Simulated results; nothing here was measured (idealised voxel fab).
Proc. module: voxel self aligned vias
cross-section cut | 145 nm wide | cells 5 nm
Square cells in a grid make up a cross-section in this document, and the grid is given as bands, listed from the top down, each one or more rows of cells. Per band: top height and bottom height in nm, followed by the left-to-right materials and their widths in nm; "full width" marks a single material spanning edge to edge, "empty" marks empty space. Measure heights from 0. That's the level where, below it, the as-received wafer is all one material. The lowest band is bottomless and extends downward; write it as in "0 down". It should be noted that a width expressed as "30 to 40" varies in equal increments from row to row of cells within the band, taking the value of the first number at the top row and that of the second number at the bottom row. Given "remains unaltered" for a step, no cell of the cross-section differs between before and after that step. Each empty space that has no open way to the top and spans at least 8 cells appears under "Enclosed internal cavities" as width x height at distance, the distance counted from the left edge, all in nm. What comes after the settings on a step's line is commentary from the simulator itself on that step. You can add "overlay nm" to a step's line. For a step with a mask, it describes how far the mask lay to the right of its planned position, and a negative number describes a lay to the left.
The steps planned for the process are as follows
- 1: RECEIVE,material Si
- 2: CONFORMAL_DEP,material SiO2,thk nm 15
- 3: CONFORMAL_DEP,material SiCN,thk nm 5
- 4: DIRECTIONAL_DEP,material SiO2,thk nm 20
- 5: PATTERN,tone open,mask id LINES,material resist,width nm 20,pitch nm 50,thk nm 20,overlay nm 0
- 6: DIRECTIONAL_ETCH,etch materials SiO2,depth nm 20
- 7: STRIP,etch materials resist
- 8: CONFORMAL_DEP,material TiN,thk nm 5
- 9: FILL_DEP,material Ru,thk nm 10
- 10: CMP,height nm 40
- 11: SELECTIVE_ETCH,etch materials W Ru TiN,depth nm 5
- 12: FILL_DEP,material SiN,thk nm 5
- 13: CMP,height nm 40
- 14: DIRECTIONAL_DEP,material SiO2,thk nm 15
- 15: PATTERN,tone open,mask id VIAS,material resist,width nm 30,pitch nm 50,thk nm 20,overlay nm 0
- 16: DIRECTIONAL_ETCH,etch materials SiO2,depth nm 15
- 17: DIRECTIONAL_ETCH,etch materials SiN,depth nm 5
- 18: STRIP,etch materials resist
- 19: CONFORMAL_DEP,material TiN,thk nm 5
- 20: FILL_DEP,material W,thk nm 10
- 21: CMP,height nm 55
- 22: CONFORMAL_DEP,material SiCN,thk nm 5
Incoming wafer, cross-sectional view, post step 1
> 0 down | Si full width
> Enclosed internal cavities: none
Module complete - cross-section of the first of two wafers, run according to plan
> 60 to 55 | SiCN full width
> 55 to 45 | 30 of SiO2  5 of TiN  20 of W  5 of TiN  20 of SiO2  5 of TiN  20 of W  5 of TiN  35 of SiO2
> 45 to 40 | 30 of SiO2  10 of TiN  10 of W  10 of TiN  20 of SiO2  10 of TiN  10 of W  10 of TiN  35 of SiO2
> 40 to 35 | 35 of SiO2  20 of TiN  30 of SiO2  20 of TiN  40 of SiO2
> 35 to 25 | 35 of SiO2  5 of TiN  10 of Ru  5 of TiN  30 of SiO2  5 of TiN  10 of Ru  5 of TiN  40 of SiO2
> 25 to 20 | 35 of SiO2  20 of TiN  30 of SiO2  20 of TiN  40 of SiO2
> 20 to 15 | SiCN full width
> 15 to 0 | SiO2 full width
> 0 down | Si full width
> Enclosed internal cavities: none
Second wafer cross-section at end of module - shared start and plan with the first, one mistake in the run
> 60 to 55 | SiCN full width
> 55 to 40 | 35 of SiO2  5 of TiN  10 of W  5 of TiN  30 of SiO2  5 of TiN  10 of W  5 of TiN  40 of SiO2
> 40 to 35 | 35 of SiO2  20 of TiN  30 of SiO2  20 of TiN  40 of SiO2
> 35 to 25 | 35 of SiO2  5 of TiN  10 of Ru  5 of TiN  30 of SiO2  5 of TiN  10 of Ru  5 of TiN  40 of SiO2
> 25 to 20 | 35 of SiO2  20 of TiN  30 of SiO2  20 of TiN  40 of SiO2
> 20 to 15 | SiCN full width
> 15 to 0 | SiO2 full width
> 0 down | Si full width
> Enclosed internal cavities: none
The plan and the run diverged here: step 15 went in with a setting other than planned; the actual run was PATTERN,tone open,mask id VIAS,material resist,width nm 20,pitch nm 50,thk nm 20,overlay nm 0
Count the cells at the end and the second wafer has more or fewer of some materials than the first: 12 more of SiO2, 4 fewer of TiN, 8 fewer of W
